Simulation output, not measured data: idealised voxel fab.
A process module follows: voxel lift off.
Displayed cross-section: cut, width of 275 nm, square cells sized 5 nm.
A cross-section is written here as square cells arranged in a grid, and it is given in bands from the top down, each band taking up one or more rows of cells.
In this notation a band is specified by the heights of its top and bottom, in that order and in nm, after which its materials appear from left to right, each paired with its width in nm. The word "full width" attached to a single material means that material fills the band from edge to edge; the word "blank" stands for empty space.
Height datum 0, below which the as-received substrate wafer is one material. Lowest band open at the bottom, running downward: "from 0 down".
A width such as "30..40" changes by the same amount from each row of cells to the next, from the band's top row to its bottom row.
Step note "no change occurred" = no cross-section cell changed.
"Enclosed void inventory" - sealed voids, min. 8 cells, no opening to top; format: width x height at distance (distance from left edge; nm throughout).
That trailing text on a step's line, after the settings, is the simulator's own remark on the step.
Steps that use a mask can have "overlay nm" on their line. It says how far the mask sat to the right of where it was meant to be. Negative means to the left.
**Below is the list of planned process steps**
- 1: RECEIVE, material Si
- 2: CONFORMAL_DEP, material SiN, thk nm 15
- 3: PATTERN, tone open, mask id LINES, material resist, width nm 30, pitch nm 50, thk nm 15, overlay nm -15
- 4: DIRECTIONAL_DEP, material Ru, thk nm 5
- 5: STRIP, etch materials resist
- 6: CONFORMAL_DEP, material SiN, thk nm 10
Where the wafers of this document differ is in the overlay nm of step 3; they start out the same, and the plan states the value that applied to the first wafer.
**Incoming state of the first of several wafers in cross-section: after step 1**
- from 0 down  Si full width
- Enclosed void inventory: none
**Below is a per-wafer table. In it, each row describes the wafer at the end of the module by giving, for each material, the number of cells gained (+) or lost (-) since the wafer was received, and after that the closed voids of the wafer**
overlay nm -15; +18 Ru; +287 SiN; Enclosed void inventory: none
overlay nm -10; +18 Ru; +287 SiN; Enclosed void inventory: none
overlay nm -5; +18 Ru; +287 SiN; Enclosed void inventory: none
overlay nm 0; +18 Ru; +287 SiN; Enclosed void inventory: none
overlay nm 5; +18 Ru; +287 SiN; Enclosed void inventory: none
overlay nm 10; +18 Ru; +287 SiN; Enclosed void inventory: none
overlay nm 15; +18 Ru; +287 SiN; Enclosed void inventory: none
